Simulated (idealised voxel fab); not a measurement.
The name of this process module is voxel released beams.
Xsec cut, 285 nm wide, square cell size 5 nm.
A cross-section in this document is a grid of square cells, and it is written down as bands, the top band listed before the ones below it; a band is made up of one or more rows of cells.
Basically the band line says how high the top is and how high the bottom is, in nm, and then what's in it from left to right, every material with its width in nm. Empty space shows up as "air", and if a single material carries "throughout" it runs the full band edge to edge.
We count height from 0. Below that, the starting wafer is all one material. The lowest band never ends at the bottom but goes on down; see "0 and below" for how that is written.
Graded width ("30->40"): value in top row of band = first number; value in bottom row = second number; row-to-row change constant.
Step marked "no change"? Then no cell in the cross-section changed in it.
The entry "Completely enclosed voids" lists the empty spaces that cover at least 8 cells and have no open path to the top. Each is written as width x height at distance, where the distance is measured from the left edge and all three values are in nm.
Formally, on a step line, whatever follows the settings is a remark that the simulator itself makes on the step.
On any step carrying a mask, the "overlay nm" setting, if present on the step's line, tells how far right of its planned place the mask lay; negative values point to the left.

The process steps that were planned are listed below
| 1 | RECEIVE [material Si] |
| 2 | CONFORMAL_DEP [material SiN] [thk nm 5] |
| 3 | DIRECTIONAL_DEP [material SiO2] [thk nm 20] |
| 4 | PATTERN [tone open] [mask id ANCHOR] [material resist] [width nm 30] [thk nm 15] [overlay nm 0] |
| 5 | DIRECTIONAL_ETCH [etch materials SiO2] [depth nm 20] |
| 6 | STRIP [etch materials resist] |
| 7 | CONFORMAL_DEP [material TiN] [thk nm 10] |
| 8 | DIRECTIONAL_DEP [material aC] [thk nm 10] |
| 9 | PATTERN [tone cover] [mask id BEAM] [material resist] [width nm 100] [thk nm 25] [overlay nm 0] |
| 10 | DIRECTIONAL_ETCH [etch materials aC] [depth nm 10] |
| 11 | STRIP [etch materials resist] |
| 12 | DIRECTIONAL_ETCH [etch materials TiN] [depth nm 10] |
| 13 | STRIP [etch materials aC] |
| 14 | STRIP [etch materials SiO2] |
Where the wafers of this document differ is in the width nm of step 9; they start out the same, and the plan states the value that applied to the first wafer.

Cut through the first of several wafers as received, post step 1
	0 and below | Si throughout
	Completely enclosed voids: none

Tabulated below, wafer by wafer, are the end-of-module results: for each material, the number of cells gained (+) or lost (-) relative to the as-received state, followed by the closed voids
width nm 100, +57 SiN, +56 TiN, Completely enclosed voids: none
width nm 105, +57 SiN, +58 TiN, Completely enclosed voids: none
width nm 110, +57 SiN, +60 TiN, Completely enclosed voids: none
width nm 115, +57 SiN, +62 TiN, Completely enclosed voids: none
width nm 120, +57 SiN, +64 TiN, Completely enclosed voids: none
width nm 125, +57 SiN, +66 TiN, Completely enclosed voids: none
